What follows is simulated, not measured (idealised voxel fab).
voxel capacitor over wiring: a process module
It is cross-section cut that appears here, measuring 255 nm in width, its square cells being 5 nm in size.
Cross-sections here: square-cell grids, written as top-down lists of bands, a band being one or more rows of cells.
Look at the band entry: it leads with the top's height and the bottom's height in nm. Then it lists the materials left to right, with a width in nm for each. The word "edge to edge" on a single material says that material fills the band edge to edge. The word "air" is empty space.
A quick word on heights: they are counted from 0, and under that level the wafer as it came to us is one material throughout. The lowest band is different from the rest in having no bottom; it simply continues downward, written as in "0 down".
Read "30->40" as a graded width: first number on top, second number at the bottom, same change between each pair of neighbouring rows.
A step reported as "same as before" is a step in which no cell of the cross-section changed.
The list in "Enclosed empty spaces" covers empty spaces of 8 cells or more that cannot reach the top through any open way, and it gives each as width x height at distance; the distance is from the left edge, and width, height and distance are in nm.
Where a step's line continues beyond its settings, the continuation is a remark by the simulator itself on that step.
Each step line may optionally specify "overlay nm", which for a step with a mask gives the rightward distance between the mask's planned place and where it lay, a negative value indicating the leftward direction.

The process steps that were planned are listed below:
1. RECEIVE [material Si]
2. CONFORMAL_DEP [material SiO2] [thk nm 15]
3. DIRECTIONAL_DEP [material TiN] [thk nm 5]
4. DIRECTIONAL_DEP [material W] [thk nm 15]
5. MASKED_ETCH [tone cover] [mask id METAL_1] [width nm 25] [pitch nm 85] [etch materials W] [depth nm 15] [overlay nm 0]
6. MASKED_ETCH [tone cover] [mask id METAL_1] [width nm 25] [pitch nm 85] [etch materials TiN] [depth nm 5] [overlay nm 0]
7. CONFORMAL_DEP [material SiCN] [thk nm 5]
8. FILL_DEP [material lowk] [thk nm 10]
9. CMP [height nm 35]
10. CONFORMAL_DEP [material SiCN] [thk nm 5]
11. DIRECTIONAL_DEP [material lowk] [thk nm 10]
12. DIRECTIONAL_DEP [material aC] [thk nm 15]
13. PATTERN [tone open] [mask id PLUG_1] [material resist] [width nm 15] [thk nm 30] [overlay nm 0]
14. DIRECTIONAL_ETCH [etch materials aC] [depth nm 15]
15. STRIP [etch materials resist]
16. DIRECTIONAL_ETCH [etch materials lowk] [depth nm 10]
17. DIRECTIONAL_ETCH [etch materials SiCN] [depth nm 5]
18. STRIP [etch materials aC]
19. CONFORMAL_DEP [material TiN] [thk nm 5]
20. FILL_DEP [material Cu] [thk nm 5]
21. CMP [height nm 50]
22. DIRECTIONAL_DEP [material TiN] [thk nm 5]
23. DIRECTIONAL_DEP [material HfO2] [thk nm 5]
24. DIRECTIONAL_DEP [material TiN] [thk nm 10]
25. DIRECTIONAL_DEP [material aC] [thk nm 15]
26. PATTERN [tone cover] [mask id UPPER_PLATE] [material resist] [width nm 65] [thk nm 35] [overlay nm 0]
27. DIRECTIONAL_ETCH [etch materials aC] [depth nm 15]
28. STRIP [etch materials resist]
29. DIRECTIONAL_ETCH [etch materials TiN] [depth nm 10]
30. DIRECTIONAL_ETCH [etch materials HfO2] [depth nm 5]
31. STRIP [etch materials aC]
32. DIRECTIONAL_DEP [material aC] [thk nm 15]
33. PATTERN [tone cover] [mask id LOWER_PLATE] [material resist] [width nm 75] [thk nm 30] [overlay nm 0]
34. DIRECTIONAL_ETCH [etch materials aC] [depth nm 15]
35. STRIP [etch materials resist]
36. DIRECTIONAL_ETCH [etch materials TiN] [depth nm 5]
37. STRIP [etch materials aC]
38. FILL_DEP [material SiO2] [thk nm 20]
39. CMP [height nm 85]
40. PATTERN [tone open] [mask id PLUG_2] [material resist] [width nm 15] [thk nm 15] [overlay nm 0]
41. DIRECTIONAL_ETCH [etch materials SiO2] [depth nm 15]
42. STRIP [etch materials resist]
43. CONFORMAL_DEP [material TiN] [thk nm 5]
44. FILL_DEP [material Cu] [thk nm 5]
45. CMP [height nm 85]
46. CONFORMAL_DEP [material SiCN] [thk nm 5]

Cross-sectional view of the wafer in its as-received condition, corresponding to the state after step 1:
    0 down: Si edge to edge
    Enclosed empty spaces: none

Cross-section, first of two wafers, end of module, run as planned:
    90 to 85: SiCN edge to edge
    85 to 75: SiO2: 90 | TiN: 5 | Cu: 5 | TiN: 5 | SiO2: 150
    75 to 70: SiO2: 90 | TiN: 15 | SiO2: 150
    70 to 60: SiO2: 80 | TiN: 65 | SiO2: 110
    60 to 55: SiO2: 80 | HfO2: 65 | SiO2: 110
    55 to 50: SiO2: 75 | TiN: 75 | SiO2: 105
    50 to 40: lowk: 80 | TiN: 5 | Cu: 5 | TiN: 5 | lowk: 160
    40 to 35: SiCN: 80 | TiN: 15 | SiCN: 160
    35 to 20: lowk: 65 | SiCN: 5 | W: 25 | SiCN: 5 | lowk: 50 | SiCN: 5 | W: 25 | SiCN: 5 | lowk: 70
    20 to 15: SiCN: 70 | TiN: 25 | SiCN: 60 | TiN: 25 | SiCN: 75
    15 to 0: SiO2 edge to edge
    0 down: Si edge to edge
    Enclosed empty spaces: none

Second wafer cross-section at end of module - shared start and plan with the first, one mistake in the run:
    90 to 85: SiCN edge to edge
    85 to 75: SiO2: 90 | TiN: 5 | Cu: 5 | TiN: 5 | SiO2: 150
    75 to 70: SiO2: 90 | TiN: 15 | SiO2: 150
    70 to 60: SiO2: 80 | TiN: 65 | SiO2: 110
    60 to 55: SiO2: 80 | HfO2: 65 | SiO2: 110
    55 to 50: SiO2: 75 | TiN: 75 | SiO2: 105
    50 to 40: lowk: 80 | TiN: 5 | Cu: 10 | TiN: 5 | lowk: 155
    40 to 35: SiCN: 80 | TiN: 20 | SiCN: 155
    35 to 20: lowk: 65 | SiCN: 5 | W: 25 | SiCN: 5 | lowk: 50 | SiCN: 5 | W: 25 | SiCN: 5 | lowk: 70
    20 to 15: SiCN: 70 | TiN: 25 | SiCN: 60 | TiN: 25 | SiCN: 75
    15 to 0: SiO2 edge to edge
    0 down: Si edge to edge
    Enclosed empty spaces: none
So what did we get wrong on this run? step 13 was not run as planned; what actually ran was PATTERN [tone open] [mask id PLUG_1] [material resist] [width nm 20] [thk nm 30] [overlay nm 0]
Materials where the second wafer ends with more or fewer cells than the first: Cu: 2 more, SiCN: 1 fewer, TiN: 1 more, lowk: 2 fewer
